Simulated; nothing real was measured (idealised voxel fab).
process module | voxel wiring stack
cross-section cut | 210 nm wide | cells 5 nm
A cross-section is a grid of square cells, given in bands from the top down. A band is one or more rows of cells.
Each band's line starts with the height of the band's top and of its bottom, in nm. Then come its materials from left to right, each with its width in nm. One material with "throughout" fills the band from edge to edge. "air" is empty space.
Height 0 is the level under which the wafer as received is all one material. The lowest band goes on downwards, as in "0 down".
A width such as "30 to 40" changes by the same amount from each row of cells to the next, from the band's top row to its bottom row.
"no change" after a step means that no cell of the cross-section changed.
closed voids: empty space of 8 cells or more with no open way to the top, each as width x height at its distance from the left edge, in nm
after a step's settings: what the simulator itself notes on the step
overlay nm, on a step with a mask: how far to the right of its planned place the mask lay; to the left if negative
plan
1 op RECEIVE | material Si
2 op CONFORMAL_DEP | material SiO2 | thk nm 15
3 op DIRECTIONAL_DEP | material TiN | thk nm 5
4 op DIRECTIONAL_DEP | material Ru | thk nm 20
5 op MASKED_ETCH | tone cover | mask id METAL_1 | width nm 30 | pitch nm 60 | etch materials Ru | depth nm 20 | overlay nm 0
6 op MASKED_ETCH | tone cover | mask id METAL_1 | width nm 30 | pitch nm 60 | etch materials TiN | depth nm 5 | overlay nm 0
7 op CONFORMAL_DEP | material SiCN | thk nm 5
8 op FILL_DEP | material SiO2 | thk nm 5
9 op CMP | height nm 40
10 op CONFORMAL_DEP | material SiCN | thk nm 5
11 op DIRECTIONAL_DEP | material SiO2 | thk nm 10
12 op MASKED_ETCH | tone open | mask id PLUG_1 | width nm 15 | etch materials SiO2 | depth nm 10 | overlay nm 0
13 op MASKED_ETCH | tone open | mask id PLUG_1 | width nm 15 | etch materials SiCN | depth nm 5 | overlay nm 0
14 op EPI | material Ru | thk nm 10
15 op EPI | material Ru | thk nm 5
16 op CONFORMAL_DEP | material SiN | thk nm 5
17 op DIRECTIONAL_DEP | material lowk | thk nm 20
18 op MASKED_ETCH | tone open | mask id METAL_2 | width nm 30 | pitch nm 60 | etch materials lowk | depth nm 20 | overlay nm 0
19 op MASKED_ETCH | tone open | mask id METAL_2 | width nm 30 | pitch nm 60 | etch materials SiN | depth nm 5 | overlay nm 0
20 op CONFORMAL_DEP | material TiN | thk nm 5
21 op FILL_DEP | material Cu | thk nm 10
22 op CMP | height nm 80
23 op EPI | material Ru | thk nm 5
24 op FILL_DEP | material SiCN | thk nm 5
first wafer, as planned
as received, after step 1
  0 down: Si throughout
  closed voids: none
after step 2
  15 to 0: SiO2 throughout
  below 0: unchanged
after step 3
  20 to 15: TiN throughout
  below 15: unchanged
after step 4
  40 to 20: Ru throughout
  below 20: unchanged
after step 5
  40 to 20: air 60 | Ru 30 | air 30 | Ru 30 | air 60
  below 20: unchanged
after step 6
  40 to 20: air 60 | Ru 30 | air 30 | Ru 30 | air 60
  20 to 15: air 60 | TiN 30 | air 30 | TiN 30 | air 60
  below 15: unchanged
after step 7
  45 to 40: air 55 | SiCN 40 | air 20 | SiCN 40 | air 55
  40 to 20: air 55 | SiCN 5 | Ru 30 | SiCN 5 | air 20 | SiCN 5 | Ru 30 | SiCN 5 | air 55
  20 to 15: SiCN 60 | TiN 30 | SiCN 30 | TiN 30 | SiCN 60
  below 15: unchanged
after step 8
  50 to 45: SiO2 throughout
  45 to 40: SiO2 55 | SiCN 40 | SiO2 20 | SiCN 40 | SiO2 55
  40 to 20: SiO2 55 | SiCN 5 | Ru 30 | SiCN 5 | SiO2 20 | SiCN 5 | Ru 30 | SiCN 5 | SiO2 55
  below 20: unchanged
after step 9
  40 to 20: SiO2 55 | SiCN 5 | Ru 30 | SiCN 5 | SiO2 20 | SiCN 5 | Ru 30 | SiCN 5 | SiO2 55
  below 20: unchanged
after step 10
  45 to 40: SiCN throughout
  below 40: unchanged
after step 11
  55 to 45: SiO2 throughout
  below 45: unchanged
after step 12
  55 to 45: SiO2 60 | air 15 | SiO2 135
  below 45: unchanged
after step 13
  55 to 45: SiO2 60 | air 15 | SiO2 135
  45 to 40: SiCN 60 | air 15 | SiCN 135
  below 40: unchanged
after step 14
  55 to 50: SiO2 60 | air 15 | SiO2 135
  50 to 45: SiO2 60 | Ru 15 | SiO2 135
  45 to 40: SiCN 60 | Ru 15 | SiCN 135
  below 40: unchanged
after step 15
  55 to 45: SiO2 60 | Ru 15 | SiO2 135
  below 45: unchanged
after step 16
  60 to 55: SiN throughout
  below 55: unchanged
after step 17
  80 to 60: lowk throughout
  below 60: unchanged
after step 18
  80 to 60: lowk 60 | air 30 | lowk 30 | air 30 | lowk 60
  below 60: unchanged
after step 19
  80 to 60: lowk 60 | air 30 | lowk 30 | air 30 | lowk 60
  60 to 55: SiN 60 | air 30 | SiN 30 | air 30 | SiN 60
  below 55: unchanged
after step 20
  85 to 80: TiN 65 | air 20 | TiN 40 | air 20 | TiN 65
  80 to 60: lowk 60 | TiN 5 | air 20 | TiN 5 | lowk 30 | TiN 5 | air 20 | TiN 5 | lowk 60
  60 to 55: SiN 60 | TiN 30 | SiN 30 | TiN 30 | SiN 60
  below 55: unchanged
after step 21
  95 to 85: Cu throughout
  85 to 80: TiN 65 | Cu 20 | TiN 40 | Cu 20 | TiN 65
  80 to 60: lowk 60 | TiN 5 | Cu 20 | TiN 5 | lowk 30 | TiN 5 | Cu 20 | TiN 5 | lowk 60
  below 60: unchanged
after step 22
  80 to 60: lowk 60 | TiN 5 | Cu 20 | TiN 5 | lowk 30 | TiN 5 | Cu 20 | TiN 5 | lowk 60
  below 60: unchanged
after step 23
  85 to 80: air 55 | Ru 40 | air 20 | Ru 40 | air 55
  below 80: unchanged
after step 24
  90 to 85: SiCN throughout
  85 to 80: SiCN 55 | Ru 40 | SiCN 20 | Ru 40 | SiCN 55
  below 80: unchanged
second wafer: like start, like plan, one mistake. Through step 12 it matches the first wafer
when step 13 should have ended
  55 to 45: SiO2 60 | air 15 | SiO2 135
  45 to 40: SiCN 70 | air 5 | SiCN 135
  below 40: unchanged
when step 14 should have ended
  55 to 50: SiO2 60 | air 15 | SiO2 135
  50 to 45: SiO2 60 | air 5 | Ru 10 | SiO2 135
  45 to 40: SiCN 70 | Ru 5 | SiCN 135
  below 40: unchanged
when step 15 should have ended
  55 to 45: SiO2 60 | Ru 15 | SiO2 135
  below 45: unchanged
when step 16 should have ended
  60 to 55: SiN throughout
  below 55: unchanged
when step 17 should have ended
  80 to 60: lowk throughout
  below 60: unchanged
when step 18 should have ended
  80 to 60: lowk 60 | air 30 | lowk 30 | air 30 | lowk 60
  below 60: unchanged
when step 19 should have ended
  80 to 60: lowk 60 | air 30 | lowk 30 | air 30 | lowk 60
  60 to 55: SiN 60 | air 30 | SiN 30 | air 30 | SiN 60
  below 55: unchanged
when step 20 should have ended
  85 to 80: TiN 65 | air 20 | TiN 40 | air 20 | TiN 65
  80 to 60: lowk 60 | TiN 5 | air 20 | TiN 5 | lowk 30 | TiN 5 | air 20 | TiN 5 | lowk 60
  60 to 55: SiN 60 | TiN 30 | SiN 30 | TiN 30 | SiN 60
  below 55: unchanged
when step 21 should have ended
  95 to 85: Cu throughout
  85 to 80: TiN 65 | Cu 20 | TiN 40 | Cu 20 | TiN 65
  80 to 60: lowk 60 | TiN 5 | Cu 20 | TiN 5 | lowk 30 | TiN 5 | Cu 20 | TiN 5 | lowk 60
  below 60: unchanged
when step 22 should have ended
  80 to 60: lowk 60 | TiN 5 | Cu 20 | TiN 5 | lowk 30 | TiN 5 | Cu 20 | TiN 5 | lowk 60
  below 60: unchanged
when step 23 should have ended
  85 to 80: air 55 | Ru 40 | air 20 | Ru 40 | air 55
  below 80: unchanged
when step 24 should have ended
  90 to 85: SiCN throughout
  85 to 80: SiCN 55 | Ru 40 | SiCN 20 | Ru 40 | SiCN 55
  below 80: unchanged
what went wrong: step 13 ran as: op MASKED_ETCH | tone open | mask id PLUG_1 | width nm 15 | etch materials SiCN | depth nm 5 | overlay nm 10
at the end the second wafer has, in cells: 2 fewer of Ru | 2 more of SiCN
